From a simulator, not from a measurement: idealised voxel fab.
The document below concerns the process module designated voxel lift off.
Each square cell in cross-section cut measures 5 nm, and the section as a whole is 190 nm wide.
For the purposes of this document, a cross-section shall be understood as a grid of square cells, specified as bands listed in top-to-bottom order, each band consisting of one or more rows of cells.
What a band's entry tells you: where the top is and where the bottom is, as heights in nm, and after that what lies inside, material by material from left to right, each with its width in nm. Empty space is written as the word "air", and a single material marked with the word "everywhere" occupies the band from edge to edge.
Note: height 0 marks the level under which the wafer is uniformly one material as received. Lowest band unbounded below, written "z 0 and below".
So if you see something like "30->40" for the width, read it as the top row of the band sitting at the first number and the bottom row at the second, with every row in between moving by the same amount as the last.
What does "remained unchanged" mean for a step? It means no cell of the cross-section changed in that step.
"Closed-off voids" lists enclosed empty spaces (at least 8 cells, no open path upward to the top), each as width x height at distance from the left edge, in nm.
It should be noted that, on the line of a given step, the content following the step's settings is a remark produced by the simulator itself with respect to that step.
You can add "overlay nm" to a step's line. For a step with a mask, it describes how far the mask lay to the right of its planned position, and a negative number describes a lay to the left.
PLANNED STEP LIST FOR THE PROCESS
| 1 | RECEIVE: material Si |
| 2 | CONFORMAL_DEP: material SiN, thk nm 15 |
| 3 | PATTERN: tone open, mask id LINES, material resist, width nm 30, pitch nm 50, thk nm 30, overlay nm 0 |
| 4 | DIRECTIONAL_DEP: material Ru, thk nm 15 |
| 5 | STRIP: etch materials resist |
| 6 | CONFORMAL_DEP: material SiO2, thk nm 5 |
FIRST OUT OF TWO WAFERS; RUN WENT TO PLAN
CROSS-SECTION OF THE WAFER AS IT CAME TO US, I.E., ALREADY THROUGH STEP 1
- z 0 and below | Si everywhere
- Closed-off voids: none
SO THIS IS THE WAFER CROSS-SECTION RIGHT AFTER STEP 2
- z 15 to 0 | SiN everywhere
- All layers under 0 are left as they were.
SO THIS IS THE WAFER CROSS-SECTION RIGHT AFTER STEP 3
- z 45 to 15 | resist (30)  air (30)  resist (20)  air (30)  resist (20)  air (30)  resist (30)
- All layers under 15 are left as they were.
SO THIS IS THE WAFER CROSS-SECTION RIGHT AFTER STEP 4
- z 60 to 45 | Ru (30)  air (30)  Ru (20)  air (30)  Ru (20)  air (30)  Ru (30)
- z 45 to 30 | resist (30)  air (30)  resist (20)  air (30)  resist (20)  air (30)  resist (30)
- z 30 to 15 | resist (30)  Ru (30)  resist (20)  Ru (30)  resist (20)  Ru (30)  resist (30)
- All layers under 15 are left as they were.
SO THIS IS THE WAFER CROSS-SECTION RIGHT AFTER STEP 5
- z 30 to 15 | air (30)  Ru (30)  air (20)  Ru (30)  air (20)  Ru (30)  air (30)
- All layers under 15 are left as they were.
SO THIS IS THE WAFER CROSS-SECTION RIGHT AFTER STEP 6
- z 35 to 30 | air (25)  SiO2 (40)  air (10)  SiO2 (40)  air (10)  SiO2 (40)  air (25)
- z 30 to 20 | air (25)  SiO2 (5)  Ru (30)  SiO2 (5)  air (10)  SiO2 (5)  Ru (30)  SiO2 (5)  air (10)  SiO2 (5)  Ru (30)  SiO2 (5)  air (25)
- z 20 to 15 | SiO2 (30)  Ru (30)  SiO2 (20)  Ru (30)  SiO2 (20)  Ru (30)  SiO2 (30)
- All layers under 15 are left as they were.
FOR THE SECOND WAFER, TAKE THE FIRST WAFER'S START AND PLAN, THEN ADD ONE MISTAKE MADE IN RUNNING IT; EVERYTHING THROUGH STEP 2, THAT STEP INCLUDED, IS SHARED WITH THE FIRST
PLANNED END OF STEP 3: SECOND WAFER, CROSS-SECTION
- z 45 to 15 | air (30)  resist (30)  air (20)  resist (30)  air (20)  resist (30)  air (30)
- All layers under 15 are left as they were.
PLANNED END OF STEP 4: SECOND WAFER, CROSS-SECTION
- z 60 to 45 | air (30)  Ru (30)  air (20)  Ru (30)  air (20)  Ru (30)  air (30)
- z 45 to 30 | air (30)  resist (30)  air (20)  resist (30)  air (20)  resist (30)  air (30)
- z 30 to 15 | Ru (30)  resist (30)  Ru (20)  resist (30)  Ru (20)  resist (30)  Ru (30)
- All layers under 15 are left as they were.
PLANNED END OF STEP 5: SECOND WAFER, CROSS-SECTION
- z 30 to 15 | Ru (30)  air (30)  Ru (20)  air (30)  Ru (20)  air (30)  Ru (30)
- All layers under 15 are left as they were.
PLANNED END OF STEP 6: SECOND WAFER, CROSS-SECTION
- z 35 to 30 | SiO2 (35)  air (20)  SiO2 (30)  air (20)  SiO2 (30)  air (20)  SiO2 (35)
- z 30 to 20 | Ru (30)  SiO2 (5)  air (20)  SiO2 (5)  Ru (20)  SiO2 (5)  air (20)  SiO2 (5)  Ru (20)  SiO2 (5)  air (20)  SiO2 (5)  Ru (30)
- z 20 to 15 | Ru (30)  SiO2 (30)  Ru (20)  SiO2 (30)  Ru (20)  SiO2 (30)  Ru (30)
- All layers under 15 are left as they were.
So what did we get wrong on this run? step 3 ran with different settings than intended, the actual operation and settings being PATTERN: tone cover, mask id LINES, material resist, width nm 30, pitch nm 50, thk nm 30, overlay nm 0
Count the cells at the end and the second wafer has more or fewer of some materials than the first: 6 more of Ru
